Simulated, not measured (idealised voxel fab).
Title: Process Module voxel gate over fins
150 nm wide, 5 nm square cells: that's cross-section cut.
A cross-section in this document is a grid of square cells, and it is written down as bands, the top band listed before the ones below it; a band is made up of one or more rows of cells. Read a band's entry like this: the first values are the height of its top and the height of its bottom in nm, and what follows is the sequence of materials from left to right, each with its width in nm. Note that "air" is empty space, and that a single material marked "full width" reaches across the band from edge to edge. Below 0: as-received wafer, all one material; heights counted from there. Lowest band: no bottom, goes on down, written "0 nm and below". Width spec "30->40" -> top row of cells at first value, bottom row at second value, equal per-row change in between. "stayed the same" means the step left every cell of the cross-section as it was. Basically, "Non-vented voids" tells you about the enclosed voids: empty spaces with no open way to the top, 8 cells or bigger, each written width x height at distance, where distance is from the left edge, all in nm. after a step's settings: what the simulator itself notes on the step. overlay nm: step with mask; distance mask lay right of planned place; negative value = left of planned place.

Below is the list of planned process steps:
| 1 | RECEIVE [material Si] |
| 2 | CONFORMAL_DEP [material SiN] [thk nm 10] |
| 3 | PATTERN [tone cover] [mask id FINS] [material resist] [width nm 15] [pitch nm 35] [thk nm 15] [overlay nm 0] |
| 4 | DIRECTIONAL_ETCH [etch materials SiN] [depth nm 10] |
| 5 | DIRECTIONAL_ETCH [etch materials Si] [depth nm 30] |
| 6 | STRIP [etch materials resist] |
| 7 | OXIDIZE [depth nm 5] |
| 8 | FILL_DEP [material SiO2] [thk nm 10] |
| 9 | CMP [height nm 10] |
| 10 | SELECTIVE_ETCH [etch materials SiO2] [depth nm 20] |
| 11 | STRIP [etch materials SiN] |
| 12 | CONFORMAL_DEP [material HfO2] [thk nm 5] |
| 13 | CONFORMAL_DEP [material TiN] [thk nm 5] |
| 14 | CONFORMAL_DEP [material TiAl] [thk nm 5] |
| 15 | CONFORMAL_DEP [material TiN] [thk nm 5] |
| 16 | FILL_DEP [material W] [thk nm 10] |
| 17 | CMP [height nm 25] |
| 18 | CONFORMAL_DEP [material SiN] [thk nm 5] |

Cross-section, incoming material, after step 1:
  0 nm and below  Si full width
  Non-vented voids: none

End-of-module cross-section. Starting structure and process plan as above; one mistake made in running it:
  30 nm to 25 nm  SiN full width
  25 nm to 20 nm  W full width
  20 nm to 15 nm  15 of W  115 of TiN  20 of W
  15 nm to 10 nm  15 of W  5 of TiN  105 of TiAl  5 of TiN  20 of W
  10 nm to 5 nm  20 of TiN  5 of TiAl  25 of TiN  10 of TiAl  25 of TiN  10 of TiAl  25 of TiN  5 of TiAl  25 of TiN
  5 nm to 0 nm  25 of TiAl  5 of TiN  15 of HfO2  5 of TiN  10 of TiAl  5 of TiN  15 of HfO2  5 of TiN  10 of TiAl  5 of TiN  15 of HfO2  5 of TiN  30 of TiAl
  0 nm to -5 nm  30 of TiN  5 of HfO2  5 of Si  5 of HfO2  20 of TiN  5 of HfO2  5 of Si  5 of HfO2  20 of TiN  5 of HfO2  5 of Si  5 of HfO2  35 of TiN
  -5 nm to -10 nm  35 of HfO2  5 of Si  30 of HfO2  5 of Si  30 of HfO2  5 of Si  40 of HfO2
  -10 nm to -30 nm  35 of SiO2  5 of Si  30 of SiO2  5 of Si  30 of SiO2  5 of Si  40 of SiO2
  -30 nm and below  Si full width
  Non-vented voids: none
So what did we get wrong on this run? step 5 was not run as planned; what actually ran was DIRECTIONAL_ETCH [etch materials Si] [depth nm 25]
